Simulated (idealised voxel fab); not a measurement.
You're looking at the process module voxel capacitor over wiring.
We display cut, a cross-section 270 nm in width whose square cells are each 5 nm.
How to read a cross-section here: the picture is a grid of square cells, written as bands going from the top down, and any band can span one or more rows of cells.
Heads up on the band format: heights come first, top then bottom, in nm. After that it's the materials left to right, each with its width in nm. A single material flagged "throughout" fills the whole band edge to edge, and "blank" means there's empty space there.
Heights are expressed relative to 0, this being the level below which the as-received wafer comprises one material exclusively. The lowest band is unbounded in the downward direction and is denoted as in "z 0 and below".
Think of "30..40" as a width that walks from the first number to the second as you go down the band, top row to bottom row, taking equal-sized steps from row to row.
You'll sometimes find "nothing different" written for a step, and that's the way of saying that nowhere in the cross-section did a cell change during that step.
The list in "Enclosed cavities" covers empty spaces of 8 cells or more that cannot reach the top through any open way, and it gives each as width x height at distance; the distance is from the left edge, and width, height and distance are in nm.
Whatever follows a step's settings on its line is a remark the simulator itself makes about that step.
The optional step-line setting "overlay nm" applies to steps with a mask and quantifies how far to the right of its planned location the mask lay, a negative value indicating leftward placement.

**Planned step list for the process**
1 RECEIVE with material Si
2 CONFORMAL_DEP with material SiO2, thk nm 15
3 CONFORMAL_DEP with material SiCN, thk nm 5
4 DIRECTIONAL_DEP with material SiO2, thk nm 15
5 DIRECTIONAL_DEP with material aC, thk nm 10
6 PATTERN with tone open, mask id METAL_1, material resist, width nm 25, pitch nm 90, thk nm 25, overlay nm 0
7 DIRECTIONAL_ETCH with etch materials aC, depth nm 10
8 STRIP with etch materials resist
9 DIRECTIONAL_ETCH with etch materials SiO2, depth nm 15
10 DIRECTIONAL_ETCH with etch materials SiCN, depth nm 5
11 STRIP with etch materials aC
12 CONFORMAL_DEP with material TiN, thk nm 5
13 FILL_DEP with material Ru, thk nm 5
14 CMP with height nm 35
15 CONFORMAL_DEP with material SiCN, thk nm 5
16 DIRECTIONAL_DEP with material SiO2, thk nm 20
17 MASKED_ETCH with tone open, mask id PLUG_1, width nm 15, etch materials SiO2, depth nm 20, overlay nm 0
18 MASKED_ETCH with tone open, mask id PLUG_1, width nm 15, etch materials SiCN, depth nm 5, overlay nm 0
19 CONFORMAL_DEP with material TiN, thk nm 5
20 FILL_DEP with material Cu, thk nm 5
21 CMP with height nm 60
22 DIRECTIONAL_DEP with material TiN, thk nm 10
23 DIRECTIONAL_DEP with material HfO2, thk nm 5
24 DIRECTIONAL_DEP with material TiN, thk nm 5
25 DIRECTIONAL_DEP with material aC, thk nm 10
26 PATTERN with tone cover, mask id UPPER_PLATE, material resist, width nm 70, thk nm 25, overlay nm 0
27 DIRECTIONAL_ETCH with etch materials aC, depth nm 10
28 STRIP with etch materials resist
29 DIRECTIONAL_ETCH with etch materials TiN, depth nm 5
30 DIRECTIONAL_ETCH with etch materials HfO2, depth nm 5
31 STRIP with etch materials aC
32 DIRECTIONAL_DEP with material aC, thk nm 15
33 PATTERN with tone cover, mask id LOWER_PLATE, material resist, width nm 80, thk nm 30, overlay nm 0
34 DIRECTIONAL_ETCH with etch materials aC, depth nm 15
35 STRIP with etch materials resist
36 DIRECTIONAL_ETCH with etch materials TiN, depth nm 10
37 STRIP with etch materials aC
38 FILL_DEP with material SiO2, thk nm 20
39 CMP with height nm 95
40 MASKED_ETCH with tone open, mask id PLUG_2, width nm 15, etch materials SiO2, depth nm 15, overlay nm 0
41 CONFORMAL_DEP with material TiN, thk nm 5
42 FILL_DEP with material W, thk nm 5
43 CMP with height nm 95
44 CONFORMAL_DEP with material SiCN, thk nm 5

**On the first of the two wafers: run conducted according to plan**

**So this is the incoming wafer in cross-section - it's already been through step 1**
> z 0 and below: Si throughout
> Enclosed cavities: none

**Presented here is a cross-section of the wafer after step 2 has been performed**
> z 15 to 0: SiO2 throughout
> For the remainder of the cross-section, below 0, there is no change.

**Presented here is a cross-section of the wafer after step 3 has been performed**
> z 20 to 15: SiCN throughout
> For the remainder of the cross-section, below 15, there is no change.

**Presented here is a cross-section of the wafer after step 4 has been performed**
> z 35 to 20: SiO2 throughout
> For the remainder of the cross-section, below 20, there is no change.

**Presented here is a cross-section of the wafer after step 5 has been performed**
> z 45 to 35: aC throughout
> For the remainder of the cross-section, below 35, there is no change.

**Presented here is a cross-section of the wafer after step 6 has been performed**
> z 70 to 45: 75 nm resist, then 25 nm blank, then 65 nm resist, then 25 nm blank, then 80 nm resist
> For the remainder of the cross-section, below 45, there is no change.

**Presented here is a cross-section of the wafer after step 7 has been performed**
> z 60 to 45: 75 nm resist, then 25 nm blank, then 65 nm resist, then 25 nm blank, then 80 nm resist
> z 45 to 35: 75 nm aC, then 25 nm blank, then 65 nm aC, then 25 nm blank, then 80 nm aC
> For the remainder of the cross-section, below 35, there is no change.

**Presented here is a cross-section of the wafer after step 8 has been performed**
> z 45 to 35: 75 nm aC, then 25 nm blank, then 65 nm aC, then 25 nm blank, then 80 nm aC
> For the remainder of the cross-section, below 35, there is no change.

**Presented here is a cross-section of the wafer after step 9 has been performed**
> z 45 to 35: 75 nm aC, then 25 nm blank, then 65 nm aC, then 25 nm blank, then 80 nm aC
> z 35 to 20: 75 nm SiO2, then 25 nm blank, then 65 nm SiO2, then 25 nm blank, then 80 nm SiO2
> For the remainder of the cross-section, below 20, there is no change.

**Presented here is a cross-section of the wafer after step 10 has been performed**
> z 45 to 35: 75 nm aC, then 25 nm blank, then 65 nm aC, then 25 nm blank, then 80 nm aC
> z 35 to 20: 75 nm SiO2, then 25 nm blank, then 65 nm SiO2, then 25 nm blank, then 80 nm SiO2
> z 20 to 15: 75 nm SiCN, then 25 nm blank, then 65 nm SiCN, then 25 nm blank, then 80 nm SiCN
> For the remainder of the cross-section, below 15, there is no change.

**Presented here is a cross-section of the wafer after step 11 has been performed**
> z 35 to 20: 75 nm SiO2, then 25 nm blank, then 65 nm SiO2, then 25 nm blank, then 80 nm SiO2
> For the remainder of the cross-section, below 20, there is no change.

**Presented here is a cross-section of the wafer after step 12 has been performed**
> z 40 to 35: 80 nm TiN, then 15 nm blank, then 75 nm TiN, then 15 nm blank, then 85 nm TiN
> z 35 to 20: 75 nm SiO2, then 5 nm TiN, then 15 nm blank, then 5 nm TiN, then 65 nm SiO2, then 5 nm TiN, then 15 nm blank, then 5 nm TiN, then 80 nm SiO2
> z 20 to 15: 75 nm SiCN, then 25 nm TiN, then 65 nm SiCN, then 25 nm TiN, then 80 nm SiCN
> For the remainder of the cross-section, below 15, there is no change.

**Presented here is a cross-section of the wafer after step 13 has been performed**
> z 45 to 40: Ru throughout
> z 40 to 35: 80 nm TiN, then 15 nm Ru, then 75 nm TiN, then 15 nm Ru, then 85 nm TiN
> z 35 to 20: 75 nm SiO2, then 5 nm TiN, then 15 nm Ru, then 5 nm TiN, then 65 nm SiO2, then 5 nm TiN, then 15 nm Ru, then 5 nm TiN, then 80 nm SiO2
> For the remainder of the cross-section, below 20, there is no change.

**Presented here is a cross-section of the wafer after step 14 has been performed**
> z 35 to 20: 75 nm SiO2, then 5 nm TiN, then 15 nm Ru, then 5 nm TiN, then 65 nm SiO2, then 5 nm TiN, then 15 nm Ru, then 5 nm TiN, then 80 nm SiO2
> For the remainder of the cross-section, below 20, there is no change.

**Presented here is a cross-section of the wafer after step 15 has been performed**
> z 40 to 35: SiCN throughout
> For the remainder of the cross-section, below 35, there is no change.

**Presented here is a cross-section of the wafer after step 16 has been performed**
> z 60 to 40: SiO2 throughout
> For the remainder of the cross-section, below 40, there is no change.

**Presented here is a cross-section of the wafer after step 17 has been performed**
> z 60 to 40: 85 nm SiO2, then 15 nm blank, then 170 nm SiO2
> For the remainder of the cross-section, below 40, there is no change.

**Presented here is a cross-section of the wafer after step 18 has been performed**
> z 60 to 40: 85 nm SiO2, then 15 nm blank, then 170 nm SiO2
> z 40 to 35: 85 nm SiCN, then 15 nm blank, then 170 nm SiCN
> For the remainder of the cross-section, below 35, there is no change.

**Presented here is a cross-section of the wafer after step 19 has been performed**
> z 65 to 60: 90 nm TiN, then 5 nm blank, then 175 nm TiN
> z 60 to 40: 85 nm SiO2, then 5 nm TiN, then 5 nm blank, then 5 nm TiN, then 170 nm SiO2
> z 40 to 35: 85 nm SiCN, then 15 nm TiN, then 170 nm SiCN
> For the remainder of the cross-section, below 35, there is no change.

**Presented here is a cross-section of the wafer after step 20 has been performed**
> z 70 to 65: Cu throughout
> z 65 to 60: 90 nm TiN, then 5 nm Cu, then 175 nm TiN
> z 60 to 40: 85 nm SiO2, then 5 nm TiN, then 5 nm Cu, then 5 nm TiN, then 170 nm SiO2
> For the remainder of the cross-section, below 40, there is no change.

**Presented here is a cross-section of the wafer after step 21 has been performed**
> z 60 to 40: 85 nm SiO2, then 5 nm TiN, then 5 nm Cu, then 5 nm TiN, then 170 nm SiO2
> For the remainder of the cross-section, below 40, there is no change.

**Presented here is a cross-section of the wafer after step 22 has been performed**
> z 70 to 60: TiN throughout
> For the remainder of the cross-section, below 60, there is no change.

**Presented here is a cross-section of the wafer after step 23 has been performed**
> z 75 to 70: HfO2 throughout
> For the remainder of the cross-section, below 70, there is no change.

**Presented here is a cross-section of the wafer after step 24 has been performed**
> z 80 to 75: TiN throughout
> For the remainder of the cross-section, below 75, there is no change.

**Presented here is a cross-section of the wafer after step 25 has been performed**
> z 90 to 80: aC throughout
> For the remainder of the cross-section, below 80, there is no change.

**Presented here is a cross-section of the wafer after step 26 has been performed**
> z 115 to 90: 85 nm blank, then 70 nm resist, then 115 nm blank
> For the remainder of the cross-section, below 90, there is no change.

**Presented here is a cross-section of the wafer after step 27 has been performed**
> z 105 to 90: 85 nm blank, then 70 nm resist, then 115 nm blank
> z 90 to 80: 85 nm blank, then 70 nm aC, then 115 nm blank
> For the remainder of the cross-section, below 80, there is no change.

**Presented here is a cross-section of the wafer after step 28 has been performed**
> z 90 to 80: 85 nm blank, then 70 nm aC, then 115 nm blank
> For the remainder of the cross-section, below 80, there is no change.

**Presented here is a cross-section of the wafer after step 29 has been performed**
> z 90 to 80: 85 nm blank, then 70 nm aC, then 115 nm blank
> z 80 to 75: 85 nm blank, then 70 nm TiN, then 115 nm blank
> For the remainder of the cross-section, below 75, there is no change.

**Presented here is a cross-section of the wafer after step 30 has been performed**
> z 90 to 80: 85 nm blank, then 70 nm aC, then 115 nm blank
> z 80 to 75: 85 nm blank, then 70 nm TiN, then 115 nm blank
> z 75 to 70: 85 nm blank, then 70 nm HfO2, then 115 nm blank
> For the remainder of the cross-section, below 70, there is no change.

**Presented here is a cross-section of the wafer after step 31 has been performed**
> z 80 to 75: 85 nm blank, then 70 nm TiN, then 115 nm blank
> For the remainder of the cross-section, below 75, there is no change.

**Presented here is a cross-section of the wafer after step 32 has been performed**
> z 95 to 85: 85 nm blank, then 70 nm aC, then 115 nm blank
> z 85 to 80: aC throughout
> z 80 to 75: 85 nm aC, then 70 nm TiN, then 115 nm aC
> z 75 to 70: 85 nm aC, then 70 nm HfO2, then 115 nm aC
> For the remainder of the cross-section, below 70, there is no change.

**Presented here is a cross-section of the wafer after step 33 has been performed**
> z 125 to 95: 80 nm blank, then 80 nm resist, then 110 nm blank
> z 95 to 85: 80 nm blank, then 5 nm resist, then 70 nm aC, then 5 nm resist, then 110 nm blank
> For the remainder of the cross-section, below 85, there is no change.

**Presented here is a cross-section of the wafer after step 34 has been performed**
> z 110 to 95: 80 nm blank, then 80 nm resist, then 110 nm blank
> z 95 to 85: 80 nm blank, then 5 nm resist, then 70 nm aC, then 5 nm resist, then 110 nm blank
> z 85 to 80: 80 nm blank, then 80 nm aC, then 110 nm blank
> z 80 to 75: 80 nm blank, then 5 nm aC, then 70 nm TiN, then 5 nm aC, then 110 nm blank
> z 75 to 70: 80 nm blank, then 5 nm aC, then 70 nm HfO2, then 5 nm aC, then 110 nm blank
> For the remainder of the cross-section, below 70, there is no change.

**Presented here is a cross-section of the wafer after step 35 has been performed**
> z 95 to 85: 85 nm blank, then 70 nm aC, then 115 nm blank
> For the remainder of the cross-section, below 85, there is no change.

**Presented here is a cross-section of the wafer after step 36 has been performed**
> z 95 to 85: 85 nm blank, then 70 nm aC, then 115 nm blank
> z 85 to 80: 80 nm blank, then 80 nm aC, then 110 nm blank
> z 80 to 75: 80 nm blank, then 5 nm aC, then 70 nm TiN, then 5 nm aC, then 110 nm blank
> z 75 to 70: 80 nm blank, then 5 nm aC, then 70 nm HfO2, then 5 nm aC, then 110 nm blank
> z 70 to 60: 80 nm blank, then 80 nm TiN, then 110 nm blank
> For the remainder of the cross-section, below 60, there is no change.

**Presented here is a cross-section of the wafer after step 37 has been performed**
> z 80 to 75: 85 nm blank, then 70 nm TiN, then 115 nm blank
> z 75 to 70: 85 nm blank, then 70 nm HfO2, then 115 nm blank
> For the remainder of the cross-section, below 70, there is no change.

**Presented here is a cross-section of the wafer after step 38 has been performed**
> z 100 to 80: SiO2 throughout
> z 80 to 75: 85 nm SiO2, then 70 nm TiN, then 115 nm SiO2
> z 75 to 70: 85 nm SiO2, then 70 nm HfO2, then 115 nm SiO2
> z 70 to 60: 80 nm SiO2, then 80 nm TiN, then 110 nm SiO2
> For the remainder of the cross-section, below 60, there is no change.

**Presented here is a cross-section of the wafer after step 39 has been performed**
> z 95 to 80: SiO2 throughout
> For the remainder of the cross-section, below 80, there is no change.

**Presented here is a cross-section of the wafer after step 40 has been performed**
> z 95 to 80: 95 nm SiO2, then 15 nm blank, then 160 nm SiO2
> For the remainder of the cross-section, below 80, there is no change.

**Presented here is a cross-section of the wafer after step 41 has been performed**
> z 100 to 95: 100 nm TiN, then 5 nm blank, then 165 nm TiN
> z 95 to 85: 95 nm SiO2, then 5 nm TiN, then 5 nm blank, then 5 nm TiN, then 160 nm SiO2
> z 85 to 75: 95..85 nm SiO2, then 15..70 nm TiN, then 160..115 nm SiO2
> For the remainder of the cross-section, below 75, there is no change.

**Presented here is a cross-section of the wafer after step 42 has been performed**
> z 105 to 100: W throughout
> z 100 to 95: 100 nm TiN, then 5 nm W, then 165 nm TiN
> z 95 to 85: 95 nm SiO2, then 5 nm TiN, then 5 nm W, then 5 nm TiN, then 160 nm SiO2
> For the remainder of the cross-section, below 85, there is no change.

**Presented here is a cross-section of the wafer after step 43 has been performed**
> z 95 to 85: 95 nm SiO2, then 5 nm TiN, then 5 nm W, then 5 nm TiN, then 160 nm SiO2
> For the remainder of the cross-section, below 85, there is no change.

**Presented here is a cross-section of the wafer after step 44 has been performed**
> z 100 to 95: SiCN throughout
> For the remainder of the cross-section, below 95, there is no change.

**For the second wafer, take the first wafer's start and plan, then add one mistake made in running it; everything through step 10, that step included, is shared with the first**

**Planned end of step 11: second wafer, cross-section**
> z 35 to 20: 75 nm SiO2, then 25 nm blank, then 65 nm SiO2, then 25 nm blank, then 80 nm SiO2
> For the remainder of the cross-section, below 20, there is no change.

**Planned end of step 12: second wafer, cross-section**
> z 40 to 35: 80 nm TiN, then 15 nm blank, then 75 nm TiN, then 15 nm blank, then 85 nm TiN
> z 35 to 20: 75 nm SiO2, then 5 nm TiN, then 15 nm blank, then 5 nm TiN, then 65 nm SiO2, then 5 nm TiN, then 15 nm blank, then 5 nm TiN, then 80 nm SiO2
> z 20 to 15: 75 nm SiCN, then 25 nm TiN, then 65 nm SiCN, then 25 nm TiN, then 80 nm SiCN
> For the remainder of the cross-section, below 15, there is no change.

**Planned end of step 13: second wafer, cross-section**
> z 45 to 40: Ru throughout
> z 40 to 35: 80 nm TiN, then 15 nm Ru, then 75 nm TiN, then 15 nm Ru, then 85 nm TiN
> z 35 to 20: 75 nm SiO2, then 5 nm TiN, then 15 nm Ru, then 5 nm TiN, then 65 nm SiO2, then 5 nm TiN, then 15 nm Ru, then 5 nm TiN, then 80 nm SiO2
> For the remainder of the cross-section, below 20, there is no change.

**Planned end of step 14: second wafer, cross-section**
> z 35 to 20: 75 nm SiO2, then 5 nm TiN, then 15 nm Ru, then 5 nm TiN, then 65 nm SiO2, then 5 nm TiN, then 15 nm Ru, then 5 nm TiN, then 80 nm SiO2
> For the remainder of the cross-section, below 20, there is no change.

**Planned end of step 15: second wafer, cross-section**
> z 40 to 35: SiCN throughout
> For the remainder of the cross-section, below 35, there is no change.

**Planned end of step 16: second wafer, cross-section**
> z 60 to 40: SiO2 throughout
> For the remainder of the cross-section, below 40, there is no change.

**Planned end of step 17: second wafer, cross-section**
> z 60 to 40: 85 nm SiO2, then 15 nm blank, then 170 nm SiO2
> For the remainder of the cross-section, below 40, there is no change.

**Planned end of step 18: second wafer, cross-section**
> z 60 to 40: 85 nm SiO2, then 15 nm blank, then 170 nm SiO2
> z 40 to 35: 85 nm SiCN, then 15 nm blank, then 170 nm SiCN
> For the remainder of the cross-section, below 35, there is no change.

**Planned end of step 19: second wafer, cross-section**
> z 65 to 60: 90 nm TiN, then 5 nm blank, then 175 nm TiN
> z 60 to 40: 85 nm SiO2, then 5 nm TiN, then 5 nm blank, then 5 nm TiN, then 170 nm SiO2
> z 40 to 35: 85 nm SiCN, then 15 nm TiN, then 170 nm SiCN
> For the remainder of the cross-section, below 35, there is no change.

**Planned end of step 20: second wafer, cross-section**
> z 70 to 65: Cu throughout
> z 65 to 60: 90 nm TiN, then 5 nm Cu, then 175 nm TiN
> z 60 to 40: 85 nm SiO2, then 5 nm TiN, then 5 nm Cu, then 5 nm TiN, then 170 nm SiO2
> For the remainder of the cross-section, below 40, there is no change.

**Planned end of step 21: second wafer, cross-section**
> z 60 to 40: 85 nm SiO2, then 5 nm TiN, then 5 nm Cu, then 5 nm TiN, then 170 nm SiO2
> For the remainder of the cross-section, below 40, there is no change.

**Planned end of step 22: second wafer, cross-section**
> z 70 to 60: TiN throughout
> For the remainder of the cross-section, below 60, there is no change.

**Planned end of step 23: second wafer, cross-section**
> z 75 to 70: HfO2 throughout
> For the remainder of the cross-section, below 70, there is no change.

**Planned end of step 24: second wafer, cross-section**
> z 80 to 75: TiN throughout
> For the remainder of the cross-section, below 75, there is no change.

**Planned end of step 25: second wafer, cross-section**
> z 90 to 80: aC throughout
> For the remainder of the cross-section, below 80, there is no change.

**Planned end of step 26: second wafer, cross-section**
> z 115 to 90: 85 nm blank, then 70 nm resist, then 115 nm blank
> For the remainder of the cross-section, below 90, there is no change.

**Planned end of step 27: second wafer, cross-section**
> z 105 to 90: 85 nm blank, then 70 nm resist, then 115 nm blank
> z 90 to 80: 85 nm blank, then 70 nm aC, then 115 nm blank
> For the remainder of the cross-section, below 80, there is no change.

**Planned end of step 28: second wafer, cross-section**
> z 90 to 80: 85 nm blank, then 70 nm aC, then 115 nm blank
> For the remainder of the cross-section, below 80, there is no change.

**Planned end of step 29: second wafer, cross-section**
> z 90 to 80: 85 nm blank, then 70 nm aC, then 115 nm blank
> z 80 to 75: 85 nm blank, then 70 nm TiN, then 115 nm blank
> For the remainder of the cross-section, below 75, there is no change.

**Planned end of step 30: second wafer, cross-section**
> z 90 to 80: 85 nm blank, then 70 nm aC, then 115 nm blank
> z 80 to 75: 85 nm blank, then 70 nm TiN, then 115 nm blank
> z 75 to 70: 85 nm blank, then 70 nm HfO2, then 115 nm blank
> For the remainder of the cross-section, below 70, there is no change.

**Planned end of step 31: second wafer, cross-section**
> z 80 to 75: 85 nm blank, then 70 nm TiN, then 115 nm blank
> For the remainder of the cross-section, below 75, there is no change.

**Planned end of step 32: second wafer, cross-section**
> z 95 to 85: 85 nm blank, then 70 nm aC, then 115 nm blank
> z 85 to 80: aC throughout
> z 80 to 75: 85 nm aC, then 70 nm TiN, then 115 nm aC
> z 75 to 70: 85 nm aC, then 70 nm HfO2, then 115 nm aC
> For the remainder of the cross-section, below 70, there is no change.

**Planned end of step 33: second wafer, cross-section**
> z 125 to 95: 80 nm blank, then 80 nm resist, then 110 nm blank
> z 95 to 85: 80 nm blank, then 5 nm resist, then 70 nm aC, then 5 nm resist, then 110 nm blank
> For the remainder of the cross-section, below 85, there is no change.

**Planned end of step 34: second wafer, cross-section**
> z 110 to 95: 80 nm blank, then 80 nm resist, then 110 nm blank
> z 95 to 85: 80 nm blank, then 5 nm resist, then 70 nm aC, then 5 nm resist, then 110 nm blank
> z 85 to 80: 80 nm blank, then 80 nm aC, then 110 nm blank
> z 80 to 75: 80 nm blank, then 5 nm aC, then 70 nm TiN, then 5 nm aC, then 110 nm blank
> z 75 to 70: 80 nm blank, then 5 nm aC, then 70 nm HfO2, then 5 nm aC, then 110 nm blank
> For the remainder of the cross-section, below 70, there is no change.

**Planned end of step 35: second wafer, cross-section**
> z 95 to 85: 85 nm blank, then 70 nm aC, then 115 nm blank
> For the remainder of the cross-section, below 85, there is no change.

**Planned end of step 36: second wafer, cross-section**
> z 95 to 85: 85 nm blank, then 70 nm aC, then 115 nm blank
> z 85 to 80: 80 nm blank, then 80 nm aC, then 110 nm blank
> z 80 to 75: 80 nm blank, then 5 nm aC, then 70 nm TiN, then 5 nm aC, then 110 nm blank
> z 75 to 70: 80 nm blank, then 5 nm aC, then 70 nm HfO2, then 5 nm aC, then 110 nm blank
> z 70 to 60: 80 nm blank, then 80 nm TiN, then 110 nm blank
> For the remainder of the cross-section, below 60, there is no change.

**Planned end of step 37: second wafer, cross-section**
> z 80 to 75: 85 nm blank, then 70 nm TiN, then 115 nm blank
> z 75 to 70: 85 nm blank, then 70 nm HfO2, then 115 nm blank
> For the remainder of the cross-section, below 70, there is no change.

**Planned end of step 38: second wafer, cross-section**
> z 100 to 80: SiO2 throughout
> z 80 to 75: 85 nm SiO2, then 70 nm TiN, then 115 nm SiO2
> z 75 to 70: 85 nm SiO2, then 70 nm HfO2, then 115 nm SiO2
> z 70 to 60: 80 nm SiO2, then 80 nm TiN, then 110 nm SiO2
> For the remainder of the cross-section, below 60, there is no change.

**Planned end of step 39: second wafer, cross-section**
> z 95 to 80: SiO2 throughout
> For the remainder of the cross-section, below 80, there is no change.

**Planned end of step 40: second wafer, cross-section**
> z 95 to 80: 95 nm SiO2, then 15 nm blank, then 160 nm SiO2
> For the remainder of the cross-section, below 80, there is no change.

**Planned end of step 41: second wafer, cross-section**
> z 100 to 95: 100 nm TiN, then 5 nm blank, then 165 nm TiN
> z 95 to 85: 95 nm SiO2, then 5 nm TiN, then 5 nm blank, then 5 nm TiN, then 160 nm SiO2
> z 85 to 75: 95..85 nm SiO2, then 15..70 nm TiN, then 160..115 nm SiO2
> For the remainder of the cross-section, below 75, there is no change.

**Planned end of step 42: second wafer, cross-section**
> z 105 to 100: W throughout
> z 100 to 95: 100 nm TiN, then 5 nm W, then 165 nm TiN
> z 95 to 85: 95 nm SiO2, then 5 nm TiN, then 5 nm W, then 5 nm TiN, then 160 nm SiO2
> For the remainder of the cross-section, below 85, there is no change.

**Planned end of step 43: second wafer, cross-section**
> z 95 to 85: 95 nm SiO2, then 5 nm TiN, then 5 nm W, then 5 nm TiN, then 160 nm SiO2
> For the remainder of the cross-section, below 85, there is no change.

**Planned end of step 44: second wafer, cross-section**
> z 100 to 95: SiCN throughout
> For the remainder of the cross-section, below 95, there is no change.
Error vs. plan: step 11 in the plan was executed twice
Final cross-sections of the two wafers are identical, so the mistake has no effect on what this model computes.
